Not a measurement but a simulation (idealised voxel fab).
The following is a process module called voxel ribs on slabs.
This is section cut - it's 155 nm across, gridded in 5 nm square cells.
How to read a cross-section here: the picture is a grid of square cells, written as bands going from the top down, and any band can span one or more rows of cells. A band entry consists of two parts. The first gives the height of the band's top and the height of its bottom, in nm. The rest lists the band's materials from left to right, each with its width in nm. A single material labelled with the word "everywhere" fills the band from edge to edge, and the word "blank" marks empty space. For the purposes of this specification, 0 denotes the height below which the wafer in its as-received condition is composed wholly of one material, and the lowermost band, lacking a lower limit, extends downward without end, as expressed in "0 and below". The expression "30 to 40" gives the width at the extremes of the band, the first number at its top row of cells and the second at its bottom row, with the width changing by equal amounts from each row to the next in between. "everything unchanged" -> step changed no cross-section cell. Look at "Unvented voids" for the closed voids: empty spaces with no open path to the top, sized 8 cells or up. Each is width x height at distance, distance from the left edge, all nm. after a step's settings: what the simulator itself notes on the step. When a step includes a mask, the "overlay nm" setting on its line states how far to the right of its planned place that mask lay, and negative values state how far to the left.
Below is the list of planned process steps:
1) RECEIVE | material Si
2) DIRECTIONAL_DEP | material SiO2 | thk nm 20
3) DIRECTIONAL_DEP | material SiN | thk nm 15
4) DIRECTIONAL_DEP | material aC | thk nm 15
5) PATTERN | tone cover | mask id RIB | material resist | width nm 30 | thk nm 35 | overlay nm 0
6) DIRECTIONAL_ETCH | etch materials aC | depth nm 15
7) STRIP | etch materials resist
8) DIRECTIONAL_ETCH | etch materials SiN | depth nm 10
9) STRIP | etch materials aC
10) MASKED_ETCH | tone cover | mask id SLAB | width nm 90 | etch materials SiN | depth nm 5 | overlay nm 0
11) FILL_DEP | material SiO2 | thk nm 15
12) CMP | height nm 45
13) DIRECTIONAL_DEP | material W | thk nm 5
14) MASKED_ETCH | tone cover | mask id HEATER | width nm 40 | etch materials W | depth nm 5 | overlay nm 0
15) CONFORMAL_DEP | material SiN | thk nm 10
First of two wafers - as planned:
As received (post step 1): cross-section:
0 and below = Si everywhere
Unvented voids: none
The wafer in cross-section once step 2 is complete:
20 down to 0 = SiO2 everywhere
Nothing below the height 0 has changed.
The wafer in cross-section once step 3 is complete:
35 down to 20 = SiN everywhere
Nothing below the height 20 has changed.
The wafer in cross-section once step 4 is complete:
50 down to 35 = aC everywhere
Nothing below the height 35 has changed.
The wafer in cross-section once step 5 is complete:
85 down to 50 = blank 60  resist 30  blank 65
Nothing below the height 50 has changed.
The wafer in cross-section once step 6 is complete:
70 down to 50 = blank 60  resist 30  blank 65
50 down to 35 = blank 60  aC 30  blank 65
Nothing below the height 35 has changed.
The wafer in cross-section once step 7 is complete:
50 down to 35 = blank 60  aC 30  blank 65
Nothing below the height 35 has changed.
The wafer in cross-section once step 8 is complete:
50 down to 35 = blank 60  aC 30  blank 65
35 down to 25 = blank 60  SiN 30  blank 65
Nothing below the height 25 has changed.
The wafer in cross-section once step 9 is complete:
35 down to 25 = blank 60  SiN 30  blank 65
Nothing below the height 25 has changed.
The wafer in cross-section once step 10 is complete:
35 down to 25 = blank 60  SiN 30  blank 65
25 down to 20 = blank 30  SiN 90  blank 35
Nothing below the height 20 has changed.
The wafer in cross-section once step 11 is complete:
50 down to 35 = SiO2 everywhere
35 down to 25 = SiO2 60  SiN 30  SiO2 65
25 down to 20 = SiO2 30  SiN 90  SiO2 35
Nothing below the height 20 has changed.
The wafer in cross-section once step 12 is complete:
45 down to 35 = SiO2 everywhere
Nothing below the height 35 has changed.
The wafer in cross-section once step 13 is complete:
50 down to 45 = W everywhere
Nothing below the height 45 has changed.
The wafer in cross-section once step 14 is complete:
50 down to 45 = blank 55  W 40  blank 60
Nothing below the height 45 has changed.
The wafer in cross-section once step 15 is complete:
60 down to 55 = blank 45  SiN 60  blank 50
55 down to 50 = SiN everywhere
50 down to 45 = SiN 55  W 40  SiN 60
Nothing below the height 45 has changed.
The second wafer began exactly as the first did and followed the same plan, but one mistake was made while running it; through step 1 inclusive, the two wafers are identical:
Second wafer, section view, time point: scheduled end of step 2:
15 down to 0 = SiN everywhere
Nothing below the height 0 has changed.
Second wafer, section view, time point: scheduled end of step 3:
35 down to 15 = SiO2 everywhere
Nothing below the height 15 has changed.
Second wafer, section view, time point: scheduled end of step 4:
50 down to 35 = aC everywhere
Nothing below the height 35 has changed.
Second wafer, section view, time point: scheduled end of step 5:
85 down to 50 = blank 60  resist 30  blank 65
Nothing below the height 50 has changed.
Second wafer, section view, time point: scheduled end of step 6:
70 down to 50 = blank 60  resist 30  blank 65
50 down to 35 = blank 60  aC 30  blank 65
Nothing below the height 35 has changed.
Second wafer, section view, time point: scheduled end of step 7:
50 down to 35 = blank 60  aC 30  blank 65
Nothing below the height 35 has changed.
Second wafer, section view, time point: scheduled end of step 8: everything unchanged
Second wafer, section view, time point: scheduled end of step 9:
35 down to 15 = SiO2 everywhere
Nothing below the height 15 has changed.
Second wafer, section view, time point: scheduled end of step 10: everything unchanged
Second wafer, section view, time point: scheduled end of step 11:
50 down to 15 = SiO2 everywhere
Nothing below the height 15 has changed.
Second wafer, section view, time point: scheduled end of step 12:
45 down to 15 = SiO2 everywhere
Nothing below the height 15 has changed.
Second wafer, section view, time point: scheduled end of step 13:
50 down to 45 = W everywhere
Nothing below the height 45 has changed.
Second wafer, section view, time point: scheduled end of step 14:
50 down to 45 = blank 55  W 40  blank 60
Nothing below the height 45 has changed.
Second wafer, section view, time point: scheduled end of step 15:
60 down to 55 = blank 45  SiN 60  blank 50
55 down to 50 = SiN everywhere
50 down to 45 = SiN 55  W 40  SiN 60
Nothing below the height 45 has changed.
Run error: the intended sequence of steps 2 and 3 was reversed during processing, with each occupying the position of the other
Wafer comparison, final, in cells, second relative to first, materials more or fewer: +63 SiN, -63 SiO2
